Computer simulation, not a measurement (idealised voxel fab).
The following process module bears the name voxel self aligned contacts.
Square cells of 5 nm make up the cross-section cut, whose width is 215 nm.
For the purposes of this document, a cross-section shall be understood as a grid of square cells, specified as bands listed in top-to-bottom order, each band consisting of one or more rows of cells. Heads up on the band format: heights come first, top then bottom, in nm. After that it's the materials left to right, each with its width in nm. A single material flagged "throughout" fills the whole band edge to edge, and "air" means there's empty space there. For the purposes of this specification, 0 denotes the height below which the wafer in its as-received condition is composed wholly of one material, and the lowermost band, lacking a lower limit, extends downward without end, as expressed in "top 0, no bottom". Top row gets the first number, bottom row gets the second, and each row in between changes by the same step: that is how a band width like "30..40" works. Basically "no modifications" means that step didn't change any cell in the cross-section. Entry "Closed-off voids" = empty spaces >= 8 cells with no open way to the top; each as width x height at distance, distance from left edge, all nm. On a step's line, text after the settings is the simulator commenting on that step. What "overlay nm" on a step's line means: if the step has a mask, that mask lay this far to the right of its planned place, or, when the value is negative, to the left.

# The planned process steps are enumerated hereunder
1: RECEIVE | material Si
2: OXIDIZE | depth nm 5
3: DIRECTIONAL_DEP | material polySi | thk nm 20
4: DIRECTIONAL_DEP | material SiN | thk nm 20
5: PATTERN | tone cover | mask id GATE | material resist | width nm 25 | pitch nm 60 | thk nm 20 | overlay nm 0
6: DIRECTIONAL_ETCH | etch materials SiN | depth nm 20
7: DIRECTIONAL_ETCH | etch materials polySi | depth nm 20
8: STRIP | etch materials resist
9: CONFORMAL_DEP | material SiN | thk nm 10
10: DIRECTIONAL_ETCH | etch materials SiN | depth nm 10
11: FILL_DEP | material SiO2 | thk nm 15
12: CMP | height nm 45
13: DIRECTIONAL_DEP | material aC | thk nm 15
14: PATTERN | tone open | mask id CONTACT | material resist | width nm 45 | pitch nm 60 | thk nm 35 | overlay nm 0
15: DIRECTIONAL_ETCH | etch materials aC | depth nm 15
16: STRIP | etch materials resist
17: DIRECTIONAL_ETCH | etch materials SiO2 | depth nm 50
18: STRIP | etch materials aC
19: CONFORMAL_DEP | material TiN | thk nm 5
20: FILL_DEP | material W | thk nm 5
21: CMP | height nm 45
22: CONFORMAL_DEP | material SiN | thk nm 5

# Incoming wafer, cross-sectional view, post step 1
* top 0, no bottom: Si throughout
* Closed-off voids: none

# Sectioned view, first of two wafers, at the close of the module, processed as intended in the plan
* top 50, bottom 45: SiN throughout
* top 45, bottom 40: SiO2 55  TiN 20  W 5  TiN 20  SiO2 15  TiN 20  W 5  TiN 20  SiO2 55
* top 40, bottom 20: SiO2 25  SiN 45  TiN 5  W 5  TiN 5  SiN 45  TiN 5  W 5  TiN 5  SiN 45  SiO2 25
* top 20, bottom 0: SiO2 25  SiN 10  polySi 25  SiN 10  TiN 5  W 5  TiN 5  SiN 10  polySi 25  SiN 10  TiN 5  W 5  TiN 5  SiN 10  polySi 25  SiN 10  SiO2 25
* top 0, bottom -5: SiO2 70  TiN 15  SiO2 45  TiN 15  SiO2 70
* top -5, no bottom: Si throughout
* Closed-off voids: none

# Now the second wafer, cross-sectioned at the end of the module. Nothing different at the start, nothing different in the plan compared with the first, just one mistake when it was actually run
* top 50, bottom 45: SiN throughout
* top 45, bottom 40: SiO2 25  SiN 45  TiN 15  SiN 45  TiN 15  SiN 45  SiO2 25
* top 40, bottom 20: SiN throughout
* top 20, bottom 0: polySi throughout
* top 0, bottom -5: SiO2 throughout
* top -5, no bottom: Si throughout
* Closed-off voids: none
Heads up, the wafer didn't run the way we planned it: yeah, plan step 4 got run twice
Upon completion, the second wafer contains, in terms of cells, a greater or smaller amount of certain materials than the first wafer: +43 SiN | -89 SiO2 | -48 TiN | -18 W | +112 polySi
